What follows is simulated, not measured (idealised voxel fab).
The process module that follows is named voxel self aligned vias.
The cross-section on display is named cut; it measures 140 nm wide, and its cells are 5 nm squares.
Each cross-section below is a grid of square cells, stated as bands in top-down order, with one or more rows of cells making up each band.
Heights first: top, then bottom, in nm. Then materials, left to right, each with a width in nm. "throughout" on a single material: fills the band edge to edge. "air": empty space.
It should be noted that heights are counted from 0, beneath which the wafer as supplied is of one material throughout, and that the lowest band possesses no lower boundary but continues downward, as written in "0..down".
Think of "30->40" as a width that walks from the first number to the second as you go down the band, top row to bottom row, taking equal-sized steps from row to row.
The cross-section has no changed cell in any step marked "no modifications".
Each empty space that has no open way to the top and spans at least 8 cells appears under "Closed void catalog" as width x height at distance, the distance counted from the left edge, all in nm.
That trailing text on a step's line, after the settings, is the simulator's own remark on the step.
overlay nm: mask right of planned place by this much (step with mask). Neg. = left.
Planned process steps:
- 1: RECEIVE [material Si]
- 2: CONFORMAL_DEP [material SiO2] [thk nm 10]
- 3: CONFORMAL_DEP [material SiCN] [thk nm 5]
- 4: DIRECTIONAL_DEP [material lowk] [thk nm 30]
- 5: PATTERN [tone open] [mask id LINES] [material resist] [width nm 30] [pitch nm 55] [thk nm 20] [overlay nm 0]
- 6: DIRECTIONAL_ETCH [etch materials lowk] [depth nm 30]
- 7: STRIP [etch materials resist]
- 8: CONFORMAL_DEP [material TiN] [thk nm 5]
- 9: FILL_DEP [material W] [thk nm 10]
- 10: CMP [height nm 45]
- 11: SELECTIVE_ETCH [etch materials W Ru TiN] [depth nm 5]
- 12: FILL_DEP [material SiN] [thk nm 5]
- 13: CMP [height nm 45]
- 14: DIRECTIONAL_DEP [material lowk] [thk nm 20]
- 15: DIRECTIONAL_DEP [material aC] [thk nm 15]
- 16: PATTERN [tone open] [mask id VIAS] [material resist] [width nm 30] [thk nm 30] [overlay nm 0]
- 17: DIRECTIONAL_ETCH [etch materials aC] [depth nm 15]
- 18: STRIP [etch materials resist]
- 19: DIRECTIONAL_ETCH [etch materials lowk] [depth nm 20]
- 20: DIRECTIONAL_ETCH [etch materials SiN] [depth nm 5]
- 21: STRIP [etch materials aC]
- 22: CONFORMAL_DEP [material TiN] [thk nm 5]
- 23: FILL_DEP [material W] [thk nm 5]
- 24: CMP [height nm 65]
- 25: CONFORMAL_DEP [material SiN] [thk nm 5]
Be aware that, although all wafers share a common starting state, the width nm at step 16 differs among them, and the plan displays the first wafer's value.
Received wafers, first of several: cross-section after step 1:
	0..down: Si throughout
	Closed void catalog: none
Cross-section of the first of several wafers once the module has run through its last step, step 25:
	70..65: SiN throughout
	65..45: lowk=25; TiN=5; W=20; TiN=5; lowk=85
	45..40: lowk=25; TiN=30; lowk=25; SiN=30; lowk=30
	40..20: lowk=25; TiN=5; W=20; TiN=5; lowk=25; TiN=5; W=20; TiN=5; lowk=30
	20..15: lowk=25; TiN=30; lowk=25; TiN=30; lowk=30
	15..10: SiCN throughout
	10..0: SiO2 throughout
	0..down: Si throughout
	Closed void catalog: none
Cross-sectional view, end of module, last wafer of several:
	70..65: SiN throughout
	65..50: lowk=15; TiN=5; W=45; TiN=5; lowk=70
	50..45: lowk=15; TiN=15; W=20; TiN=20; lowk=70
	45..40: lowk=25; TiN=30; lowk=25; SiN=30; lowk=30
	40..20: lowk=25; TiN=5; W=20; TiN=5; lowk=25; TiN=5; W=20; TiN=5; lowk=30
	20..15: lowk=25; TiN=30; lowk=25; TiN=30; lowk=30
	15..10: SiCN throughout
	10..0: SiO2 throughout
	0..down: Si throughout
	Closed void catalog: none
Every row in this table is a wafer at the end of the module, and it gives, for each of the materials, the cells that wafer has gained (+) or lost (-) since it was received, then its closed voids:
width nm 30 | +28 SiCN | +34 SiN | +56 SiO2 | +42 TiN | +48 W | +184 lowk | Closed void catalog: none
width nm 35 | +28 SiCN | +34 SiN | +56 SiO2 | +43 TiN | +51 W | +180 lowk | Closed void catalog: none
width nm 40 | +28 SiCN | +34 SiN | +56 SiO2 | +44 TiN | +54 W | +176 lowk | Closed void catalog: none
width nm 45 | +28 SiCN | +34 SiN | +56 SiO2 | +45 TiN | +57 W | +172 lowk | Closed void catalog: none
width nm 50 | +28 SiCN | +34 SiN | +56 SiO2 | +46 TiN | +60 W | +168 lowk | Closed void catalog: none
width nm 55 | +28 SiCN | +34 SiN | +56 SiO2 | +47 TiN | +63 W | +164 lowk | Closed void catalog: none
